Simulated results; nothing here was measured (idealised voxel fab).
process module | voxel plated lines
cross-section cut | 265 nm wide | cells 5 nm
A cross-section is a grid of square cells, given in bands from the top down. A band is one or more rows of cells.
Each band's line starts with the height of the band's top and of its bottom, in nm. Then come its materials from left to right, each with its width in nm. One material with "throughout" fills the band from edge to edge. "air" is empty space.
Height 0 is the level under which the wafer as received is all one material. The lowest band goes on downwards, as in "0 down".
A width such as "30 to 40" changes by the same amount from each row of cells to the next, from the band's top row to its bottom row.
"no change" after a step means that no cell of the cross-section changed.
closed voids: empty space of 8 cells or more with no open way to the top, each as width x height at its distance from the left edge, in nm
after a step's settings: what the simulator itself notes on the step
overlay nm, on a step with a mask: how far to the right of its planned place the mask lay; to the left if negative
plan
1 op RECEIVE | material Si
2 op CONFORMAL_DEP | material Al2O3 | thk nm 10
3 op DIRECTIONAL_DEP | material TiN | thk nm 5
4 op PATTERN | tone open | mask id LINES | material resist | width nm 25 | pitch nm 45 | thk nm 20 | overlay nm 0
5 op EPI | material Ru | thk nm 5
6 op STRIP | etch materials resist
7 op DIRECTIONAL_ETCH | etch materials TiN | depth nm 5
8 op CONFORMAL_DEP | material SiCN | thk nm 10
as received, after step 1
  0 down: Si throughout
  closed voids: none
a wafer at the end: this start, this plan, one mistake
  35 to 25: air 85 | SiCN 90 | air 90
  25 to 20: SiCN 95 | Ru 25 | SiCN 20 | Ru 25 | SiCN 100
  20 to 15: SiCN 95 | TiN 25 | SiCN 20 | TiN 25 | SiCN 100
  15 to 0: Al2O3 throughout
  0 down: Si throughout
  closed voids: none
what went wrong: step 2 ran as: op CONFORMAL_DEP | material Al2O3 | thk nm 15
